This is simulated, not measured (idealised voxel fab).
The document below concerns the process module designated voxel lift off.
Section shown: cut. Width: 165 nm. Cell size: 5 nm, square.
For the purposes of this document, a cross-section shall be understood as a grid of square cells, specified as bands listed in top-to-bottom order, each band consisting of one or more rows of cells. The band entry comprises the height of the band's top followed by the height of its bottom, expressed in nm, and subsequently the band's materials from left to right, each stated together with its width in nm. Where a single material is marked with the word "throughout", that material fills the band from edge to edge. The word "air" represents empty space. Height datum 0, below which the as-received substrate wafer is one material. Lowest band open at the bottom, running downward: "z 0 and below". Quick explanation for "30 to 40": the width changes in equal steps down the rows of cells, from the first number in the band's top row to the second number in its bottom row. "remained the same" for a step: no cell of the cross-section changed in that step. The list in "Closed voids list" covers empty spaces of 8 cells or more that cannot reach the top through any open way, and it gives each as width x height at distance; the distance is from the left edge, and width, height and distance are in nm. Whatever follows a step's settings on its line is a remark the simulator itself makes about that step. The "overlay nm" setting may appear on a step's line; for a step that uses a mask, it gives how far to the right of its planned position the mask lay, and a negative value indicates the left.
## Process steps (planned)
- 1: RECEIVE (material Si)
- 2: CONFORMAL_DEP (material Al2O3; thk nm 5)
- 3: PATTERN (tone open; mask id LINES; material resist; width nm 15; pitch nm 45; thk nm 20; overlay nm 0)
- 4: DIRECTIONAL_DEP (material Ru; thk nm 5)
- 5: STRIP (etch materials resist)
- 6: CONFORMAL_DEP (material SiCN; thk nm 5)
## Received-state cross-section, reflecting completion of step 1
z 0 and below | Si throughout
Closed voids list: none
## Cross-section, first of two wafers, end of module, run as planned
z 15 to 10 | air 45 nm  SiCN 25 nm  air 20 nm  SiCN 25 nm  air 50 nm
z 10 to 5 | SiCN 50 nm  Ru 15 nm  SiCN 30 nm  Ru 15 nm  SiCN 55 nm
z 5 to 0 | Al2O3 throughout
z 0 and below | Si throughout
Closed voids list: none
## End-of-module cross-section of the second wafer: identical starting point and process plan to the first, with one processing mistake
z 15 to 10 | air 45 nm  Ru 25 nm  air 20 nm  Ru 25 nm  air 50 nm
z 10 to 5 | Ru throughout
z 5 to 0 | Al2O3 throughout
z 0 and below | Si throughout
Closed voids list: none
What broke from the plan during processing? so step 6 ended up running with a different setting than we planned, it ran as CONFORMAL_DEP (material Ru; thk nm 5)
Final difference in cells, second wafer against first, listed per material as more or fewer: 37 more of Ru; 37 fewer of SiCN
